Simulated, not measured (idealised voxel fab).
The process module that follows is named voxel tone inversion.
This is section cut - it's 170 nm across, gridded in 5 nm square cells.
Notation: cross-section as square-cell grid; stated in bands, top first, going down; one or more cell rows per band.
For a band, the entry starts with two heights in nm, that of the top and then that of the bottom, and carries on with the band's materials in order from left to right, each alongside its width in nm; the word "everywhere" beside a single material means it fills the band edge to edge, and "blank" means empty space.
Convention: height 0 is the level below which the wafer, as received, is all one material. The lowest band does not terminate at the bottom but continues downward, represented as "0 nm and below".
It should be noted that a width expressed as "30 to 40" varies in equal increments from row to row of cells within the band, taking the value of the first number at the top row and that of the second number at the bottom row.
Key: "nothing altered" - step with no changed cell in the cross-section.
Listed in "Closed-off voids": every empty space of 8 or more cells without an open way to the top. Form: width x height at distance, the distance being from the left edge, all in nm.
Text after the settings on a step's line: the simulator's own remark on that step.
Each step line may optionally specify "overlay nm", which for a step with a mask gives the rightward distance between the mask's planned place and where it lay, a negative value indicating the leftward direction.
List of planned process steps:
1. RECEIVE (material Si)
2. CONFORMAL_DEP (material SiN; thk nm 5)
3. DIRECTIONAL_DEP (material aC; thk nm 25)
4. PATTERN (tone cover; mask id POSTS; material resist; width nm 15; pitch nm 40; thk nm 35; overlay nm 0)
5. DIRECTIONAL_ETCH (etch materials aC; depth nm 25)
6. STRIP (etch materials resist)
7. FILL_DEP (material SiO2; thk nm 5)
8. CMP (height nm 30)
9. STRIP (etch materials aC)
First of two wafers - as planned:
Incoming wafer, cross-sectional view, post step 1:
> 0 nm and below: Si everywhere
> Closed-off voids: none
Step 2 done - wafer cross-section:
> 5 nm to 0 nm: SiN everywhere
> Everything below 0 is unchanged.
Step 3 done - wafer cross-section:
> 30 nm to 5 nm: aC everywhere
> Everything below 5 is unchanged.
Step 4 done - wafer cross-section:
> 65 nm to 30 nm: 15 nm blank | 15 nm resist | 25 nm blank | 15 nm resist | 25 nm blank | 15 nm resist | 25 nm blank | 15 nm resist | 20 nm blank
> Everything below 30 is unchanged.
Step 5 done - wafer cross-section:
> 40 nm to 30 nm: 15 nm blank | 15 nm resist | 25 nm blank | 15 nm resist | 25 nm blank | 15 nm resist | 25 nm blank | 15 nm resist | 20 nm blank
> 30 nm to 5 nm: 15 nm blank | 15 nm aC | 25 nm blank | 15 nm aC | 25 nm blank | 15 nm aC | 25 nm blank | 15 nm aC | 20 nm blank
> Everything below 5 is unchanged.
Step 6 done - wafer cross-section:
> 30 nm to 5 nm: 15 nm blank | 15 nm aC | 25 nm blank | 15 nm aC | 25 nm blank | 15 nm aC | 25 nm blank | 15 nm aC | 20 nm blank
> Everything below 5 is unchanged.
Step 7 done - wafer cross-section:
> 35 nm to 30 nm: SiO2 everywhere
> 30 nm to 5 nm: 15 nm SiO2 | 15 nm aC | 25 nm SiO2 | 15 nm aC | 25 nm SiO2 | 15 nm aC | 25 nm SiO2 | 15 nm aC | 20 nm SiO2
> Everything below 5 is unchanged.
Step 8 done - wafer cross-section:
> 30 nm to 5 nm: 15 nm SiO2 | 15 nm aC | 25 nm SiO2 | 15 nm aC | 25 nm SiO2 | 15 nm aC | 25 nm SiO2 | 15 nm aC | 20 nm SiO2
> Everything below 5 is unchanged.
Step 9 done - wafer cross-section:
> 30 nm to 5 nm: 15 nm SiO2 | 15 nm blank | 25 nm SiO2 | 15 nm blank | 25 nm SiO2 | 15 nm blank | 25 nm SiO2 | 15 nm blank | 20 nm SiO2
> Everything below 5 is unchanged.
Okay, second wafer. Nothing different at the start, nothing different in the plan, just one mistake somewhere in the running. As far as step 2, counting that step, it's the first wafer all over again:
Cross-section: second wafer, time at which step 3 was scheduled to end:
> 25 nm to 5 nm: aC everywhere
> Everything below 5 is unchanged.
Cross-section: second wafer, time at which step 4 was scheduled to end:
> 60 nm to 25 nm: 15 nm blank | 15 nm resist | 25 nm blank | 15 nm resist | 25 nm blank | 15 nm resist | 25 nm blank | 15 nm resist | 20 nm blank
> Everything below 25 is unchanged.
Cross-section: second wafer, time at which step 5 was scheduled to end:
> 35 nm to 25 nm: 15 nm blank | 15 nm resist | 25 nm blank | 15 nm resist | 25 nm blank | 15 nm resist | 25 nm blank | 15 nm resist | 20 nm blank
> 25 nm to 5 nm: 15 nm blank | 15 nm aC | 25 nm blank | 15 nm aC | 25 nm blank | 15 nm aC | 25 nm blank | 15 nm aC | 20 nm blank
> Everything below 5 is unchanged.
Cross-section: second wafer, time at which step 6 was scheduled to end:
> 25 nm to 5 nm: 15 nm blank | 15 nm aC | 25 nm blank | 15 nm aC | 25 nm blank | 15 nm aC | 25 nm blank | 15 nm aC | 20 nm blank
> Everything below 5 is unchanged.
Cross-section: second wafer, time at which step 7 was scheduled to end:
> 30 nm to 25 nm: SiO2 everywhere
> 25 nm to 5 nm: 15 nm SiO2 | 15 nm aC | 25 nm SiO2 | 15 nm aC | 25 nm SiO2 | 15 nm aC | 25 nm SiO2 | 15 nm aC | 20 nm SiO2
> Everything below 5 is unchanged.
Cross-section: second wafer, time at which step 8 was scheduled to end: nothing altered
Cross-section: second wafer, time at which step 9 was scheduled to end: nothing altered
Here's what went sideways: planned and actual differ for step 3; actual: DIRECTIONAL_DEP (material aC; thk nm 20)
FYI, end of process, the second wafer has more or fewer cells of some materials than the first: 12 more of SiO2, 48 more of aC
